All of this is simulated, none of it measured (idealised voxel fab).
process module | voxel air gaps
Cross-section cut spans 270 nm and uses square cells 5 nm in size.
Think of the cross-section as a grid of square cells. We describe it in bands, top to bottom, and each band covers one or more rows of those cells. A band entry consists of two parts. The first gives the height of the band's top and the height of its bottom, in nm. The rest lists the band's materials from left to right, each with its width in nm. A single material labelled with the word "throughout" fills the band from edge to edge, and the word "air" marks empty space. Height is counted from the level 0, under which the received wafer is composed throughout of one material. The lowest of the bands is not closed at the bottom but continues downward, in the notation "0 nm and below". Width: "30..40" (first number = top row, second number = bottom row, same change from row to row of cells). The designation "stayed the same", where it is given for a processing step, indicates that no cell of the cross-section was altered in the course of that step. Listed in "Voids, sealed": every empty space of 8 or more cells without an open way to the top. Form: width x height at distance, the distance being from the left edge, all in nm. Read whatever lies past the settings on a step's line as the simulator's own remark about the step. "overlay nm" on a masked step: distance the mask lay right of its planned place, negative for left.
-- This section lists the process steps that were planned
1) RECEIVE | material Si
2) CONFORMAL_DEP | material SiO2 | thk nm 15
3) CONFORMAL_DEP | material SiCN | thk nm 5
4) DIRECTIONAL_DEP | material lowk | thk nm 30
5) PATTERN | tone open | mask id LINES | material resist | width nm 25 | pitch nm 50 | thk nm 15 | overlay nm 0
6) DIRECTIONAL_ETCH | etch materials lowk | depth nm 30
7) STRIP | etch materials resist
8) CONFORMAL_DEP | material TiN | thk nm 5
9) FILL_DEP | material W | thk nm 5
10) CMP | height nm 50
11) EPI | material Ru | thk nm 10
12) SELECTIVE_ETCH | etch materials lowk | depth nm 40
13) CONFORMAL_DEP | material SiCN | thk nm 5
-- The cross-section here shows the wafer as received, i.e. in its state after step 1
* 0 nm and below  Si throughout
* Voids, sealed: none
-- Same starting wafer, same plan as above, one mistake in the execution; this is the cross-section at the end of the module
* 65 nm to 60 nm  SiCN throughout
* 60 nm to 50 nm  Ru throughout
* 50 nm to 20 nm  TiN throughout
* 20 nm to 15 nm  SiCN throughout
* 15 nm to 0 nm  SiO2 throughout
* 0 nm and below  Si throughout
* Voids, sealed: none
In executing the process, a mistake was made relative to the plan: note that step 4 departed from the planned setting and was carried out as DIRECTIONAL_DEP | material TiN | thk nm 30
